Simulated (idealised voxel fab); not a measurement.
Process module in this document: voxel ribs on slabs
Cross-section cut spans 205 nm and uses square cells 5 nm in size.
A cross-section in this document is a grid of square cells, and it is written down as bands, the top band listed before the ones below it; a band is made up of one or more rows of cells.
This entry defines a band. It first specifies the height of the band's top and the height of its bottom in nm, and then specifies the band's materials from left to right, stating each material with its width in nm. The word "throughout" identifies a single material that fills the band from edge to edge, while the word "blank" identifies empty space.
For the purposes of this specification, 0 denotes the height below which the wafer in its as-received condition is composed wholly of one material, and the lowermost band, lacking a lower limit, extends downward without end, as expressed in "top 0, no bottom".
Think of "30->40" as a width that walks from the first number to the second as you go down the band, top row to bottom row, taking equal-sized steps from row to row.
Any step labelled "nothing changed" changed none of the cells in the cross-section.
Under "Unvented cavities" you'll find the enclosed gaps, the ones with no way out to the top, that are 8 cells or bigger; each reads width x height at distance, with distance counted from the left edge, everything in nm.
What comes after the settings on a step's line is commentary from the simulator itself on that step.
"overlay nm" answers the question of how far to the right of plan the mask lay on a step that has a mask, and when it is negative the answer is to the left.
Note on reading: below, each pair holds a cross-section from before one process step and one from after it; the one from after shows only down to the lowest band that changed. Beneath the pair, the step in between is stated along with its settings. The pairs can stem from different runs of this module on the same starting wafer. Where a pair's entry headed "Incoming structure" says so, and only there, that pair continues from the pair above it.

Incoming structure:
	top 0, no bottom | Si throughout
	Unvented cavities: none

Post-Step Cross-Section:
	top 25, bottom 0 | SiO2 throughout
	Below a height of 0, the structure has not been altered.
	Unvented cavities: none
To go from the before cross-section above to the after cross-section, apply DIRECTIONAL_DEP [material SiO2] [thk nm 25]

Incoming structure: nothing new to draw here, it's the after view of the pair just above.

Post-Step Cross-Section:
	top 40, bottom 25 | SiN throughout
	Below a height of 25, the structure has not been altered.
	Unvented cavities: none
To go from the before cross-section above to the after cross-section, apply DIRECTIONAL_DEP [material SiN] [thk nm 15]

Incoming structure: nothing new to draw here, it's the after view of the pair just above.

Post-Step Cross-Section:
	top 50, bottom 40 | aC throughout
	Below a height of 40, the structure has not been altered.
	Unvented cavities: none
To go from the before cross-section above to the after cross-section, apply DIRECTIONAL_DEP [material aC] [thk nm 10]

Incoming structure: nothing new to draw here, it's the after view of the pair just above.

Post-Step Cross-Section:
	top 75, bottom 50 | blank (90), resist (20), blank (95)
	Below a height of 50, the structure has not been altered.
	Unvented cavities: none
To go from the before cross-section above to the after cross-section, apply PATTERN [tone cover] [mask id RIB] [material resist] [width nm 20] [thk nm 25] [overlay nm 0]

Incoming structure: nothing new to draw here, it's the after view of the pair just above.

Post-Step Cross-Section:
	top 65, bottom 50 | blank (90), resist (20), blank (95)
	top 50, bottom 40 | blank (90), aC (20), blank (95)
	Below a height of 40, the structure has not been altered.
	Unvented cavities: none
To go from the before cross-section above to the after cross-section, apply DIRECTIONAL_ETCH [etch materials aC] [depth nm 10]

Incoming structure: nothing new to draw here, it's the after view of the pair just above.

Post-Step Cross-Section:
	top 50, bottom 40 | blank (90), aC (20), blank (95)
	Below a height of 40, the structure has not been altered.
	Unvented cavities: none
To go from the before cross-section above to the after cross-section, apply STRIP [etch materials resist]

Incoming structure: nothing new to draw here, it's the after view of the pair just above.

Post-Step Cross-Section:
	top 50, bottom 40 | blank (90), aC (20), blank (95)
	top 40, bottom 35 | blank (90), SiN (20), blank (95)
	Below a height of 35, the structure has not been altered.
	Unvented cavities: none
To go from the before cross-section above to the after cross-section, apply DIRECTIONAL_ETCH [etch materials SiN] [depth nm 5]

Incoming structure: nothing new to draw here, it's the after view of the pair just above.

Post-Step Cross-Section:
	top 40, bottom 35 | blank (90), SiN (20), blank (95)
	Below a height of 35, the structure has not been altered.
	Unvented cavities: none
To go from the before cross-section above to the after cross-section, apply STRIP [etch materials aC]

Incoming structure: nothing new to draw here, it's the after view of the pair just above.

Post-Step Cross-Section:
	top 40, bottom 35 | blank (90), SiN (20), blank (95)
	top 35, bottom 25 | blank (70), SiN (60), blank (75)
	Below a height of 25, the structure has not been altered.
	Unvented cavities: none
To go from the before cross-section above to the after cross-section, apply MASKED_ETCH [tone cover] [mask id SLAB] [width nm 60] [etch materials SiN] [depth nm 10] [overlay nm 0]

Incoming structure: nothing new to draw here, it's the after view of the pair just above.

Post-Step Cross-Section:
	top 55, bottom 40 | SiO2 throughout
	top 40, bottom 35 | SiO2 (90), SiN (20), SiO2 (95)
	top 35, bottom 25 | SiO2 (70), SiN (60), SiO2 (75)
	Below a height of 25, the structure has not been altered.
	Unvented cavities: none
To go from the before cross-section above to the after cross-section, apply FILL_DEP [material SiO2] [thk nm 15]

Incoming structure: nothing new to draw here, it's the after view of the pair just above.

Post-Step Cross-Section:
	top 50, bottom 40 | SiO2 throughout
	Below a height of 40, the structure has not been altered.
	Unvented cavities: none
To go from the before cross-section above to the after cross-section, apply CMP [height nm 50]

Incoming structure: nothing new to draw here, it's the after view of the pair just above.

Post-Step Cross-Section:
	top 60, bottom 50 | W throughout
	Below a height of 50, the structure has not been altered.
	Unvented cavities: none
To go from the before cross-section above to the after cross-section, apply DIRECTIONAL_DEP [material W] [thk nm 10]

Incoming structure: nothing new to draw here, it's the after view of the pair just above.

Post-Step Cross-Section:
	top 75, bottom 60 | blank (85), resist (30), blank (90)
	Below a height of 60, the structure has not been altered.
	Unvented cavities: none
To go from the before cross-section above to the after cross-section, apply PATTERN [tone cover] [mask id HEATER] [material resist] [width nm 30] [thk nm 15] [overlay nm 0]

Incoming structure: nothing new to draw here, it's the after view of the pair just above.

Post-Step Cross-Section:
	top 75, bottom 60 | blank (85), resist (30), blank (90)
	top 60, bottom 50 | blank (85), W (30), blank (90)
	Below a height of 50, the structure has not been altered.
	Unvented cavities: none
To go from the before cross-section above to the after cross-section, apply DIRECTIONAL_ETCH [etch materials W] [depth nm 10]

Incoming structure: nothing new to draw here, it's the after view of the pair just above.

Post-Step Cross-Section:
	top 60, bottom 50 | blank (85), W (30), blank (90)
	Below a height of 50, the structure has not been altered.
	Unvented cavities: none
To go from the before cross-section above to the after cross-section, apply STRIP [etch materials resist]

Incoming structure: nothing new to draw here, it's the after view of the pair just above.

Post-Step Cross-Section:
	top 65, bottom 60 | blank (80), SiN (40), blank (85)
	top 60, bottom 55 | blank (80), SiN (5), W (30), SiN (5), blank (85)
	top 55, bottom 50 | SiN (85), W (30), SiN (90)
	Below a height of 50, the structure has not been altered.
	Unvented cavities: none
To go from the before cross-section above to the after cross-section, apply CONFORMAL_DEP [material SiN] [thk nm 5]

Incoming structure:
	top 40, bottom 25 | SiN throughout
	top 25, bottom 0 | SiO2 throughout
	top 0, no bottom | Si throughout
	Unvented cavities: none

Post-Step Cross-Section:
	top 55, bottom 25 | SiN throughout
	Below a height of 25, the structure has not been altered.
	Unvented cavities: none
To go from the before cross-section above to the after cross-section, apply DIRECTIONAL_DEP [material SiN] [thk nm 15]

Incoming structure: nothing new to draw here, it's the after view of the pair just above.

Post-Step Cross-Section:
	top 65, bottom 55 | aC throughout
	Below a height of 55, the structure has not been altered.
	Unvented cavities: none
To go from the before cross-section above to the after cross-section, apply DIRECTIONAL_DEP [material aC] [thk nm 10]

Incoming structure: nothing new to draw here, it's the after view of the pair just above.

Post-Step Cross-Section:
	top 90, bottom 65 | blank (90), resist (20), blank (95)
	Below a height of 65, the structure has not been altered.
	Unvented cavities: none
To go from the before cross-section above to the after cross-section, apply PATTERN [tone cover] [mask id RIB] [material resist] [width nm 20] [thk nm 25] [overlay nm 0]

Incoming structure: nothing new to draw here, it's the after view of the pair just above.

Post-Step Cross-Section:
	top 80, bottom 65 | blank (90), resist (20), blank (95)
	top 65, bottom 55 | blank (90), aC (20), blank (95)
	Below a height of 55, the structure has not been altered.
	Unvented cavities: none
To go from the before cross-section above to the after cross-section, apply DIRECTIONAL_ETCH [etch materials aC] [depth nm 10]

Incoming structure: nothing new to draw here, it's the after view of the pair just above.

Post-Step Cross-Section:
	top 65, bottom 55 | blank (90), aC (20), blank (95)
	Below a height of 55, the structure has not been altered.
	Unvented cavities: none
To go from the before cross-section above to the after cross-section, apply STRIP [etch materials resist]

Incoming structure: nothing new to draw here, it's the after view of the pair just above.

Post-Step Cross-Section:
	top 65, bottom 55 | blank (90), aC (20), blank (95)
	top 55, bottom 50 | blank (90), SiN (20), blank (95)
	Below a height of 50, the structure has not been altered.
	Unvented cavities: none
To go from the before cross-section above to the after cross-section, apply DIRECTIONAL_ETCH [etch materials SiN] [depth nm 5]

Incoming structure: nothing new to draw here, it's the after view of the pair just above.

Post-Step Cross-Section:
	top 55, bottom 50 | blank (90), SiN (20), blank (95)
	Below a height of 50, the structure has not been altered.
	Unvented cavities: none
To go from the before cross-section above to the after cross-section, apply STRIP [etch materials aC]

Incoming structure: nothing new to draw here, it's the after view of the pair just above.

Post-Step Cross-Section:
	top 55, bottom 50 | blank (90), SiN (20), blank (95)
	top 50, bottom 40 | blank (70), SiN (60), blank (75)
	Below a height of 40, the structure has not been altered.
	Unvented cavities: none
To go from the before cross-section above to the after cross-section, apply MASKED_ETCH [tone cover] [mask id SLAB] [width nm 60] [etch materials SiN] [depth nm 10] [overlay nm 0]

Incoming structure: nothing new to draw here, it's the after view of the pair just above.

Post-Step Cross-Section:
	top 70, bottom 55 | SiO2 throughout
	top 55, bottom 50 | SiO2 (90), SiN (20), SiO2 (95)
	top 50, bottom 40 | SiO2 (70), SiN (60), SiO2 (75)
	Below a height of 40, the structure has not been altered.
	Unvented cavities: none
To go from the before cross-section above to the after cross-section, apply FILL_DEP [material SiO2] [thk nm 15]

Incoming structure: nothing new to draw here, it's the after view of the pair just above.

Post-Step Cross-Section:
	top 50, bottom 40 | SiO2 (70), SiN (60), SiO2 (75)
	Below a height of 40, the structure has not been altered.
	Unvented cavities: none
To go from the before cross-section above to the after cross-section, apply CMP [height nm 50]

Incoming structure: nothing new to draw here, it's the after view of the pair just above.

Post-Step Cross-Section:
	top 60, bottom 50 | W throughout
	Below a height of 50, the structure has not been altered.
	Unvented cavities: none
To go from the before cross-section above to the after cross-section, apply DIRECTIONAL_DEP [material W] [thk nm 10]

Incoming structure: nothing new to draw here, it's the after view of the pair just above.

Post-Step Cross-Section:
	top 75, bottom 60 | blank (85), resist (30), blank (90)
	Below a height of 60, the structure has not been altered.
	Unvented cavities: none
To go from the before cross-section above to the after cross-section, apply PATTERN [tone cover] [mask id HEATER] [material resist] [width nm 30] [thk nm 15] [overlay nm 0]

Incoming structure: nothing new to draw here, it's the after view of the pair just above.

Post-Step Cross-Section:
	top 75, bottom 60 | blank (85), resist (30), blank (90)
	top 60, bottom 50 | blank (85), W (30), blank (90)
	Below a height of 50, the structure has not been altered.
	Unvented cavities: none
To go from the before cross-section above to the after cross-section, apply DIRECTIONAL_ETCH [etch materials W] [depth nm 10]

Incoming structure: nothing new to draw here, it's the after view of the pair just above.

Post-Step Cross-Section:
	top 60, bottom 50 | blank (85), W (30), blank (90)
	Below a height of 50, the structure has not been altered.
	Unvented cavities: none
To go from the before cross-section above to the after cross-section, apply STRIP [etch materials resist]

Incoming structure: nothing new to draw here, it's the after view of the pair just above.

Post-Step Cross-Section:
	top 65, bottom 60 | blank (80), SiN (40), blank (85)
	top 60, bottom 55 | blank (80), SiN (5), W (30), SiN (5), blank (85)
	top 55, bottom 50 | SiN (85), W (30), SiN (90)
	Below a height of 50, the structure has not been altered.
	Unvented cavities: none
To go from the before cross-section above to the after cross-section, apply CONFORMAL_DEP [material SiN] [thk nm 5]

Incoming structure:
	top 25, bottom 0 | SiO2 throughout
	top 0, no bottom | Si throughout
	Unvented cavities: none

Post-Step Cross-Section:
	top 35, bottom 25 | aC throughout
	Below a height of 25, the structure has not been altered.
	Unvented cavities: none
To go from the before cross-section above to the after cross-section, apply DIRECTIONAL_DEP [material aC] [thk nm 10]

Incoming structure: nothing new to draw here, it's the after view of the pair just above.

Post-Step Cross-Section:
	top 50, bottom 35 | SiN throughout
	Below a height of 35, the structure has not been altered.
	Unvented cavities: none
To go from the before cross-section above to the after cross-section, apply DIRECTIONAL_DEP [material SiN] [thk nm 15]

Incoming structure: nothing new to draw here, it's the after view of the pair just above.

Post-Step Cross-Section:
	top 75, bottom 50 | blank (90), resist (20), blank (95)
	Below a height of 50, the structure has not been altered.
	Unvented cavities: none
To go from the before cross-section above to the after cross-section, apply PATTERN [tone cover] [mask id RIB] [material resist] [width nm 20] [thk nm 25] [overlay nm 0]

Incoming structure: nothing new to draw here, it's the after view of the pair just above.

Post-Step Cross-Section:
	top 65, bottom 50 | blank (90), resist (20), blank (95)
	Below a height of 50, the structure has not been altered.
	Unvented cavities: none
To go from the before cross-section above to the after cross-section, apply DIRECTIONAL_ETCH [etch materials aC] [depth nm 10]

Incoming structure: nothing new to draw here, it's the after view of the pair just above.

Post-Step Cross-Section:
	top 50, bottom 35 | SiN throughout
	Below a height of 35, the structure has not been altered.
	Unvented cavities: none
To go from the before cross-section above to the after cross-section, apply STRIP [etch materials resist]

Incoming structure: nothing new to draw here, it's the after view of the pair just above.

Post-Step Cross-Section:
	top 45, bottom 35 | SiN throughout
	Below a height of 35, the structure has not been altered.
	Unvented cavities: none
To go from the before cross-section above to the after cross-section, apply DIRECTIONAL_ETCH [etch materials SiN] [depth nm 5]

Incoming structure: nothing new to draw here, it's the after view of the pair just above.

Post-Step Cross-Section:
	top 45, bottom 35 | blank (70), SiN (60), blank (75)
	Below a height of 35, the structure has not been altered.
	Unvented cavities: none
To go from the before cross-section above to the after cross-section, apply MASKED_ETCH [tone cover] [mask id SLAB] [width nm 60] [etch materials SiN] [depth nm 10] [overlay nm 0]

Incoming structure: nothing new to draw here, it's the after view of the pair just above.

Post-Step Cross-Section:
	top 60, bottom 45 | SiO2 throughout
	top 45, bottom 35 | SiO2 (70), SiN (60), SiO2 (75)
	Below a height of 35, the structure has not been altered.
	Unvented cavities: none
To go from the before cross-section above to the after cross-section, apply FILL_DEP [material SiO2] [thk nm 15]

Incoming structure: nothing new to draw here, it's the after view of the pair just above.

Post-Step Cross-Section:
	top 50, bottom 45 | SiO2 throughout
	Below a height of 45, the structure has not been altered.
	Unvented cavities: none
To go from the before cross-section above to the after cross-section, apply CMP [height nm 50]

Incoming structure: nothing new to draw here, it's the after view of the pair just above.

Post-Step Cross-Section:
	top 60, bottom 50 | W throughout
	Below a height of 50, the structure has not been altered.
	Unvented cavities: none
To go from the before cross-section above to the after cross-section, apply DIRECTIONAL_DEP [material W] [thk nm 10]

Incoming structure: nothing new to draw here, it's the after view of the pair just above.

Post-Step Cross-Section:
	top 75, bottom 60 | blank (85), resist (30), blank (90)
	Below a height of 60, the structure has not been altered.
	Unvented cavities: none
To go from the before cross-section above to the after cross-section, apply PATTERN [tone cover] [mask id HEATER] [material resist] [width nm 30] [thk nm 15] [overlay nm 0]

Incoming structure: nothing new to draw here, it's the after view of the pair just above.

Post-Step Cross-Section:
	top 75, bottom 60 | blank (85), resist (30), blank (90)
	top 60, bottom 50 | blank (85), W (30), blank (90)
	Below a height of 50, the structure has not been altered.
	Unvented cavities: none
To go from the before cross-section above to the after cross-section, apply DIRECTIONAL_ETCH [etch materials W] [depth nm 10]

Incoming structure: nothing new to draw here, it's the after view of the pair just above.

Post-Step Cross-Section:
	top 60, bottom 50 | blank (85), W (30), blank (90)
	Below a height of 50, the structure has not been altered.
	Unvented cavities: none
To go from the before cross-section above to the after cross-section, apply STRIP [etch materials resist]

Incoming structure: nothing new to draw here, it's the after view of the pair just above.

Post-Step Cross-Section:
	top 65, bottom 60 | blank (80), SiN (40), blank (85)
	top 60, bottom 55 | blank (80), SiN (5), W (30), SiN (5), blank (85)
	top 55, bottom 50 | SiN (85), W (30), SiN (90)
	Below a height of 50, the structure has not been altered.
	Unvented cavities: none
To go from the before cross-section above to the after cross-section, apply CONFORMAL_DEP [material SiN] [thk nm 5]

Incoming structure:
	top 60, bottom 50 | blank (85), W (30), blank (90)
	top 50, bottom 40 | SiO2 throughout
	top 40, bottom 35 | SiO2 (90), SiN (20), SiO2 (95)
	top 35, bottom 25 | SiO2 (70), SiN (60), SiO2 (75)
	top 25, bottom 0 | SiO2 throughout
	top 0, no bottom | Si throughout
	Unvented cavities: none

Post-Step Cross-Section:
	top 75, bottom 65 | blank (70), SiN (60), blank (75)
	top 65, bottom 60 | SiN throughout
	top 60, bottom 50 | SiN (85), W (30), SiN (90)
	Below a height of 50, the structure has not been altered.
	Unvented cavities: none
To go from the before cross-section above to the after cross-section, apply CONFORMAL_DEP [material SiN] [thk nm 15]

Incoming structure:
	top 50, bottom 40 | aC throughout
	top 40, bottom 25 | SiN throughout
	top 25, bottom 0 | SiO2 throughout
	top 0, no bottom | Si throughout
	Unvented cavities: none

Post-Step Cross-Section:
	top 75, bottom 50 | blank (95), resist (15), blank (95)
	Below a height of 50, the structure has not been altered.
	Unvented cavities: none
To go from the before cross-section above to the after cross-section, apply PATTERN [tone cover] [mask id RIB] [material resist] [width nm 15] [thk nm 25] [overlay nm 0]

Incoming structure: nothing new to draw here, it's the after view of the pair just above.

Post-Step Cross-Section:
	top 65, bottom 50 | blank (95), resist (15), blank (95)
	top 50, bottom 40 | blank (95), aC (15), blank (95)
	Below a height of 40, the structure has not been altered.
	Unvented cavities: none
To go from the before cross-section above to the after cross-section, apply DIRECTIONAL_ETCH [etch materials aC] [depth nm 10]

Incoming structure: nothing new to draw here, it's the after view of the pair just above.

Post-Step Cross-Section:
	top 50, bottom 40 | blank (95), aC (15), blank (95)
	Below a height of 40, the structure has not been altered.
	Unvented cavities: none
To go from the before cross-section above to the after cross-section, apply STRIP [etch materials resist]

Incoming structure: nothing new to draw here, it's the after view of the pair just above.

Post-Step Cross-Section:
	top 50, bottom 40 | blank (95), aC (15), blank (95)
	top 40, bottom 35 | blank (95), SiN (15), blank (95)
	Below a height of 35, the structure has not been altered.
	Unvented cavities: none
To go from the before cross-section above to the after cross-section, apply DIRECTIONAL_ETCH [etch materials SiN] [depth nm 5]

Incoming structure: nothing new to draw here, it's the after view of the pair just above.

Post-Step Cross-Section:
	top 40, bottom 35 | blank (95), SiN (15), blank (95)
	Below a height of 35, the structure has not been altered.
	Unvented cavities: none
To go from the before cross-section above to the after cross-section, apply STRIP [etch materials aC]

Incoming structure: nothing new to draw here, it's the after view of the pair just above.

Post-Step Cross-Section:
	top 40, bottom 35 | blank (95), SiN (15), blank (95)
	top 35, bottom 25 | blank (70), SiN (60), blank (75)
	Below a height of 25, the structure has not been altered.
	Unvented cavities: none
To go from the before cross-section above to the after cross-section, apply MASKED_ETCH [tone cover] [mask id SLAB] [width nm 60] [etch materials SiN] [depth nm 10] [overlay nm 0]

Incoming structure: nothing new to draw here, it's the after view of the pair just above.

Post-Step Cross-Section:
	top 55, bottom 40 | SiO2 throughout
	top 40, bottom 35 | SiO2 (95), SiN (15), SiO2 (95)
	top 35, bottom 25 | SiO2 (70), SiN (60), SiO2 (75)
	Below a height of 25, the structure has not been altered.
	Unvented cavities: none
To go from the before cross-section above to the after cross-section, apply FILL_DEP [material SiO2] [thk nm 15]

Incoming structure: nothing new to draw here, it's the after view of the pair just above.

Post-Step Cross-Section:
	top 50, bottom 40 | SiO2 throughout
	Below a height of 40, the structure has not been altered.
	Unvented cavities: none
To go from the before cross-section above to the after cross-section, apply CMP [height nm 50]

Incoming structure: nothing new to draw here, it's the after view of the pair just above.

Post-Step Cross-Section:
	top 60, bottom 50 | W throughout
	Below a height of 50, the structure has not been altered.
	Unvented cavities: none
To go from the before cross-section above to the after cross-section, apply DIRECTIONAL_DEP [material W] [thk nm 10]

Incoming structure: nothing new to draw here, it's the after view of the pair just above.

Post-Step Cross-Section:
	top 75, bottom 60 | blank (85), resist (30), blank (90)
	Below a height of 60, the structure has not been altered.
	Unvented cavities: none
To go from the before cross-section above to the after cross-section, apply PATTERN [tone cover] [mask id HEATER] [material resist] [width nm 30] [thk nm 15] [overlay nm 0]

Incoming structure: nothing new to draw here, it's the after view of the pair just above.

Post-Step Cross-Section:
	top 75, bottom 60 | blank (85), resist (30), blank (90)
	top 60, bottom 50 | blank (85), W (30), blank (90)
	Below a height of 50, the structure has not been altered.
	Unvented cavities: none
To go from the before cross-section above to the after cross-section, apply DIRECTIONAL_ETCH [etch materials W] [depth nm 10]

Incoming structure: nothing new to draw here, it's the after view of the pair just above.

Post-Step Cross-Section:
	top 60, bottom 50 | blank (85), W (30), blank (90)
	Below a height of 50, the structure has not been altered.
	Unvented cavities: none
To go from the before cross-section above to the after cross-section, apply STRIP [etch materials resist]

Incoming structure: nothing new to draw here, it's the after view of the pair just above.

Post-Step Cross-Section:
	top 65, bottom 60 | blank (80), SiN (40), blank (85)
	top 60, bottom 55 | blank (80), SiN (5), W (30), SiN (5), blank (85)
	top 55, bottom 50 | SiN (85), W (30), SiN (90)
	Below a height of 50, the structure has not been altered.
	Unvented cavities: none
To go from the before cross-section above to the after cross-section, apply CONFORMAL_DEP [material SiN] [thk nm 5]

Incoming structure:
	top 60, bottom 50 | W throughout
	top 50, bottom 40 | SiO2 throughout
	top 40, bottom 35 | SiO2 (90), SiN (20), SiO2 (95)
	top 35, bottom 25 | SiO2 (70), SiN (60), SiO2 (75)
	top 25, bottom 0 | SiO2 throughout
	top 0, no bottom | Si throughout
	Unvented cavities: none

Post-Step Cross-Section:
	top 75, bottom 60 | blank (80), resist (30), blank (95)
	Below a height of 60, the structure has not been altered.
	Unvented cavities: none
To go from the before cross-section above to the after cross-section, apply PATTERN [tone cover] [mask id HEATER] [material resist] [width nm 30] [thk nm 15] [overlay nm -5]

Incoming structure: nothing new to draw here, it's the after view of the pair just above.

Post-Step Cross-Section:
	top 75, bottom 60 | blank (80), resist (30), blank (95)
	top 60, bottom 50 | blank (80), W (30), blank (95)
	Below a height of 50, the structure has not been altered.
	Unvented cavities: none
To go from the before cross-section above to the after cross-section, apply DIRECTIONAL_ETCH [etch materials W] [depth nm 10]

Incoming structure: nothing new to draw here, it's the after view of the pair just above.

Post-Step Cross-Section:
	top 60, bottom 50 | blank (80), W (30), blank (95)
	Below a height of 50, the structure has not been altered.
	Unvented cavities: none
To go from the before cross-section above to the after cross-section, apply STRIP [etch materials resist]

Incoming structure: nothing new to draw here, it's the after view of the pair just above.

Post-Step Cross-Section:
	top 65, bottom 60 | blank (75), SiN (40), blank (90)
	top 60, bottom 55 | blank (75), SiN (5), W (30), SiN (5), blank (90)
	top 55, bottom 50 | SiN (80), W (30), SiN (95)
	Below a height of 50, the structure has not been altered.
	Unvented cavities: none
To go from the before cross-section above to the after cross-section, apply CONFORMAL_DEP [material SiN] [thk nm 5]

Incoming structure:
	top 60, bottom 50 | blank (85), W (30), blank (90)
	top 50, bottom 40 | SiO2 throughout
	top 40, bottom 35 | SiO2 (90), SiN (20), SiO2 (95)
	top 35, bottom 25 | SiO2 (70), SiN (60), SiO2 (75)
	top 25, bottom 0 | SiO2 throughout
	top 0, no bottom | Si throughout
	Unvented cavities: none

Post-Step Cross-Section:
	top 65, bottom 55 | blank (80), W (40), blank (85)
	top 55, bottom 50 | W throughout
	Below a height of 50, the structure has not been altered.
	Unvented cavities: none
To go from the before cross-section above to the after cross-section, apply CONFORMAL_DEP [material W] [thk nm 5]

Incoming structure:
	top 50, bottom 40 | aC throughout
	top 40, bottom 25 | SiN throughout
	top 25, bottom 0 | SiO2 throughout
	top 0, no bottom | Si throughout
	Unvented cavities: none

Post-Step Cross-Section:
	top 75, bottom 50 | resist (90), blank (20), resist (95)
	Below a height of 50, the structure has not been altered.
	Unvented cavities: none
To go from the before cross-section above to the after cross-section, apply PATTERN [tone open] [mask id RIB] [material resist] [width nm 20] [thk nm 25] [overlay nm 0]

Incoming structure: nothing new to draw here, it's the after view of the pair just above.

Post-Step Cross-Section:
	top 65, bottom 50 | resist (90), blank (20), resist (95)
	top 50, bottom 40 | aC (90), blank (20), aC (95)
	Below a height of 40, the structure has not been altered.
	Unvented cavities: none
To go from the before cross-section above to the after cross-section, apply DIRECTIONAL_ETCH [etch materials aC] [depth nm 10]

Incoming structure: nothing new to draw here, it's the after view of the pair just above.

Post-Step Cross-Section:
	top 50, bottom 40 | aC (90), blank (20), aC (95)
	Below a height of 40, the structure has not been altered.
	Unvented cavities: none
To go from the before cross-section above to the after cross-section, apply STRIP [etch materials resist]

Incoming structure: nothing new to draw here, it's the after view of the pair just above.

Post-Step Cross-Section:
	top 50, bottom 40 | aC (90), blank (20), aC (95)
	top 40, bottom 35 | SiN (90), blank (20), SiN (95)
	Below a height of 35, the structure has not been altered.
	Unvented cavities: none
To go from the before cross-section above to the after cross-section, apply DIRECTIONAL_ETCH [etch materials SiN] [depth nm 5]

Incoming structure: nothing new to draw here, it's the after view of the pair just above.

Post-Step Cross-Section:
	top 40, bottom 35 | SiN (90), blank (20), SiN (95)
	Below a height of 35, the structure has not been altered.
	Unvented cavities: none
To go from the before cross-section above to the after cross-section, apply STRIP [etch materials aC]

Incoming structure: nothing new to draw here, it's the after view of the pair just above.

Post-Step Cross-Section:
	top 40, bottom 35 | blank (70), SiN (20), blank (20), SiN (20), blank (75)
	top 35, bottom 30 | blank (70), SiN (60), blank (75)
	Below a height of 30, the structure has not been altered.
	Unvented cavities: none
To go from the before cross-section above to the after cross-section, apply MASKED_ETCH [tone cover] [mask id SLAB] [width nm 60] [etch materials SiN] [depth nm 10] [overlay nm 0]

Incoming structure: nothing new to draw here, it's the after view of the pair just above.

Post-Step Cross-Section:
	top 55, bottom 40 | SiO2 throughout
	top 40, bottom 35 | SiO2 (70), SiN (20), SiO2 (20), SiN (20), SiO2 (75)
	top 35, bottom 30 | SiO2 (70), SiN (60), SiO2 (75)
	Below a height of 30, the structure has not been altered.
	Unvented cavities: none
To go from the before cross-section above to the after cross-section, apply FILL_DEP [material SiO2] [thk nm 15]

Incoming structure: nothing new to draw here, it's the after view of the pair just above.

Post-Step Cross-Section:
	top 50, bottom 40 | SiO2 throughout
	Below a height of 40, the structure has not been altered.
	Unvented cavities: none
To go from the before cross-section above to the after cross-section, apply CMP [height nm 50]

Incoming structure: nothing new to draw here, it's the after view of the pair just above.

Post-Step Cross-Section:
	top 60, bottom 50 | W throughout
	Below a height of 50, the structure has not been altered.
	Unvented cavities: none
To go from the before cross-section above to the after cross-section, apply DIRECTIONAL_DEP [material W] [thk nm 10]

Incoming structure: nothing new to draw here, it's the after view of the pair just above.

Post-Step Cross-Section:
	top 75, bottom 60 | blank (85), resist (30), blank (90)
	Below a height of 60, the structure has not been altered.
	Unvented cavities: none
To go from the before cross-section above to the after cross-section, apply PATTERN [tone cover] [mask id HEATER] [material resist] [width nm 30] [thk nm 15] [overlay nm 0]

Incoming structure: nothing new to draw here, it's the after view of the pair just above.

Post-Step Cross-Section:
	top 75, bottom 60 | blank (85), resist (30), blank (90)
	top 60, bottom 50 | blank (85), W (30), blank (90)
	Below a height of 50, the structure has not been altered.
	Unvented cavities: none
To go from the before cross-section above to the after cross-section, apply DIRECTIONAL_ETCH [etch materials W] [depth nm 10]

Incoming structure: nothing new to draw here, it's the after view of the pair just above.

Post-Step Cross-Section:
	top 60, bottom 50 | blank (85), W (30), blank (90)
	Below a height of 50, the structure has not been altered.
	Unvented cavities: none
To go from the before cross-section above to the after cross-section, apply STRIP [etch materials resist]

Incoming structure: nothing new to draw here, it's the after view of the pair just above.

Post-Step Cross-Section:
	top 65, bottom 60 | blank (80), SiN (40), blank (85)
	top 60, bottom 55 | blank (80), SiN (5), W (30), SiN (5), blank (85)
	top 55, bottom 50 | SiN (85), W (30), SiN (90)
	Below a height of 50, the structure has not been altered.
	Unvented cavities: none
To go from the before cross-section above to the after cross-section, apply CONFORMAL_DEP [material SiN] [thk nm 5]
